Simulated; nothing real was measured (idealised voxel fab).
The name of this process module is voxel fin reveal.
The cross-section shown here is cut; it is 285 nm wide and divided into square cells measuring 5 nm on a side.
Cross-sections here: square-cell grids, written as top-down lists of bands, a band being one or more rows of cells. Look at the band entry: it leads with the top's height and the bottom's height in nm. Then it lists the materials left to right, with a width in nm for each. The word "throughout" on a single material says that material fills the band edge to edge. The word "air" is empty space. Measure heights from 0. That's the level where, below it, the as-received wafer is all one material. The lowest band is bottomless and extends downward; write it as in "z 0 and below". Width "30 to 40": first value at the band's top row of cells, second value at its bottom row, equal change from row to row. Given "nothing altered" for a step, no cell of the cross-section differs between before and after that step. The label "Closed empty spaces" introduces a list of the empty spaces, 8 cells or larger, that have no open way up to the top; each entry in it reads width x height at distance, where the distance is taken from the left edge and all three are stated in nm. If you see something after the settings on a step's line, that's the simulator's own remark about that step. Regarding "overlay nm": on a step with a mask, it is the distance the mask lay to the right of its planned place; a negative value places it to the left.
[The following list gives the planned process steps]
- 1: RECEIVE [material Si]
- 2: CONFORMAL_DEP [material SiN] [thk nm 10]
- 3: DIRECTIONAL_DEP [material aC] [thk nm 15]
- 4: PATTERN [tone cover] [mask id FINS] [material resist] [width nm 15] [pitch nm 45] [thk nm 35] [overlay nm 0]
- 5: DIRECTIONAL_ETCH [etch materials aC] [depth nm 15]
- 6: STRIP [etch materials resist]
- 7: DIRECTIONAL_ETCH [etch materials SiN] [depth nm 10]
- 8: DIRECTIONAL_ETCH [etch materials Si] [depth nm 35]
- 9: STRIP [etch materials aC]
- 10: FILL_DEP [material SiO2] [thk nm 10]
- 11: CMP [height nm 10]
- 12: SELECTIVE_ETCH [etch materials SiO2] [depth nm 35]
- 13: STRIP [etch materials SiN]
- 14: CONFORMAL_DEP [material HfO2] [thk nm 5]
[First wafer, two in total, run as planned]
[Wafer at receipt (post step 1), cross-section]
* z 0 and below | Si throughout
* Closed empty spaces: none
[You're looking at a cross-section of the wafer after step 2]
* z 10 to 0 | SiN throughout
* Unchanged below 0.
[You're looking at a cross-section of the wafer after step 3]
* z 25 to 10 | aC throughout
* Unchanged below 10.
[You're looking at a cross-section of the wafer after step 4]
* z 60 to 25 | 90 air / 15 resist / 30 air / 15 resist / 30 air / 15 resist / 90 air
* Unchanged below 25.
[You're looking at a cross-section of the wafer after step 5]
* z 45 to 25 | 90 air / 15 resist / 30 air / 15 resist / 30 air / 15 resist / 90 air
* z 25 to 10 | 90 air / 15 aC / 30 air / 15 aC / 30 air / 15 aC / 90 air
* Unchanged below 10.
[You're looking at a cross-section of the wafer after step 6]
* z 25 to 10 | 90 air / 15 aC / 30 air / 15 aC / 30 air / 15 aC / 90 air
* Unchanged below 10.
[You're looking at a cross-section of the wafer after step 7]
* z 25 to 10 | 90 air / 15 aC / 30 air / 15 aC / 30 air / 15 aC / 90 air
* z 10 to 0 | 90 air / 15 SiN / 30 air / 15 SiN / 30 air / 15 SiN / 90 air
* Unchanged below 0.
[You're looking at a cross-section of the wafer after step 8]
* z 25 to 10 | 90 air / 15 aC / 30 air / 15 aC / 30 air / 15 aC / 90 air
* z 10 to 0 | 90 air / 15 SiN / 30 air / 15 SiN / 30 air / 15 SiN / 90 air
* z 0 to -35 | 90 air / 15 Si / 30 air / 15 Si / 30 air / 15 Si / 90 air
* Unchanged below -35.
[You're looking at a cross-section of the wafer after step 9]
* z 10 to 0 | 90 air / 15 SiN / 30 air / 15 SiN / 30 air / 15 SiN / 90 air
* Unchanged below 0.
[You're looking at a cross-section of the wafer after step 10]
* z 20 to 10 | SiO2 throughout
* z 10 to 0 | 90 SiO2 / 15 SiN / 30 SiO2 / 15 SiN / 30 SiO2 / 15 SiN / 90 SiO2
* z 0 to -35 | 90 SiO2 / 15 Si / 30 SiO2 / 15 Si / 30 SiO2 / 15 Si / 90 SiO2
* Unchanged below -35.
[You're looking at a cross-section of the wafer after step 11]
* z 10 to 0 | 90 SiO2 / 15 SiN / 30 SiO2 / 15 SiN / 30 SiO2 / 15 SiN / 90 SiO2
* Unchanged below 0.
[You're looking at a cross-section of the wafer after step 12]
* z 10 to 0 | 90 air / 15 SiN / 30 air / 15 SiN / 30 air / 15 SiN / 90 air
* z 0 to -25 | 90 air / 15 Si / 30 air / 15 Si / 30 air / 15 Si / 90 air
* Unchanged below -25.
[You're looking at a cross-section of the wafer after step 13]
* z 0 to -25 | 90 air / 15 Si / 30 air / 15 Si / 30 air / 15 Si / 90 air
* Unchanged below -25.
[You're looking at a cross-section of the wafer after step 14]
* z 5 to 0 | 85 air / 25 HfO2 / 20 air / 25 HfO2 / 20 air / 25 HfO2 / 85 air
* z 0 to -20 | 85 air / 5 HfO2 / 15 Si / 5 HfO2 / 20 air / 5 HfO2 / 15 Si / 5 HfO2 / 20 air / 5 HfO2 / 15 Si / 5 HfO2 / 85 air
* z -20 to -25 | 90 HfO2 / 15 Si / 30 HfO2 / 15 Si / 30 HfO2 / 15 Si / 90 HfO2
* Unchanged below -25.
[Second wafer, same starting state and plan as the first, one mistake in the run, identical through step 3]
[Planned end of step 4: second wafer, cross-section]
* z 60 to 25 | 90 air / 20 resist / 25 air / 20 resist / 25 air / 20 resist / 85 air
* Unchanged below 25.
[Planned end of step 5: second wafer, cross-section]
* z 45 to 25 | 90 air / 20 resist / 25 air / 20 resist / 25 air / 20 resist / 85 air
* z 25 to 10 | 90 air / 20 aC / 25 air / 20 aC / 25 air / 20 aC / 85 air
* Unchanged below 10.
[Planned end of step 6: second wafer, cross-section]
* z 25 to 10 | 90 air / 20 aC / 25 air / 20 aC / 25 air / 20 aC / 85 air
* Unchanged below 10.
[Planned end of step 7: second wafer, cross-section]
* z 25 to 10 | 90 air / 20 aC / 25 air / 20 aC / 25 air / 20 aC / 85 air
* z 10 to 0 | 90 air / 20 SiN / 25 air / 20 SiN / 25 air / 20 SiN / 85 air
* Unchanged below 0.
[Planned end of step 8: second wafer, cross-section]
* z 25 to 10 | 90 air / 20 aC / 25 air / 20 aC / 25 air / 20 aC / 85 air
* z 10 to 0 | 90 air / 20 SiN / 25 air / 20 SiN / 25 air / 20 SiN / 85 air
* z 0 to -35 | 90 air / 20 Si / 25 air / 20 Si / 25 air / 20 Si / 85 air
* Unchanged below -35.
[Planned end of step 9: second wafer, cross-section]
* z 10 to 0 | 90 air / 20 SiN / 25 air / 20 SiN / 25 air / 20 SiN / 85 air
* Unchanged below 0.
[Planned end of step 10: second wafer, cross-section]
* z 20 to 10 | SiO2 throughout
* z 10 to 0 | 90 SiO2 / 20 SiN / 25 SiO2 / 20 SiN / 25 SiO2 / 20 SiN / 85 SiO2
* z 0 to -35 | 90 SiO2 / 20 Si / 25 SiO2 / 20 Si / 25 SiO2 / 20 Si / 85 SiO2
* Unchanged below -35.
[Planned end of step 11: second wafer, cross-section]
* z 10 to 0 | 90 SiO2 / 20 SiN / 25 SiO2 / 20 SiN / 25 SiO2 / 20 SiN / 85 SiO2
* Unchanged below 0.
[Planned end of step 12: second wafer, cross-section]
* z 10 to 0 | 90 air / 20 SiN / 25 air / 20 SiN / 25 air / 20 SiN / 85 air
* z 0 to -25 | 90 air / 20 Si / 25 air / 20 Si / 25 air / 20 Si / 85 air
* Unchanged below -25.
[Planned end of step 13: second wafer, cross-section]
* z 0 to -25 | 90 air / 20 Si / 25 air / 20 Si / 25 air / 20 Si / 85 air
* Unchanged below -25.
[Planned end of step 14: second wafer, cross-section]
* z 5 to 0 | 85 air / 30 HfO2 / 15 air / 30 HfO2 / 15 air / 30 HfO2 / 80 air
* z 0 to -20 | 85 air / 5 HfO2 / 20 Si / 5 HfO2 / 15 air / 5 HfO2 / 20 Si / 5 HfO2 / 15 air / 5 HfO2 / 20 Si / 5 HfO2 / 80 air
* z -20 to -25 | 90 HfO2 / 20 Si / 25 HfO2 / 20 Si / 25 HfO2 / 20 Si / 85 HfO2
* Unchanged below -25.
Heads up, the wafer didn't run the way we planned it: contrary to plan, step 4 was performed as PATTERN [tone cover] [mask id FINS] [material resist] [width nm 20] [pitch nm 45] [thk nm 35] [overlay nm 0]
The closing comparison, in cells, has the second wafer with more or fewer of some materials than the first: Si: 21 more; SiO2: 6 fewer
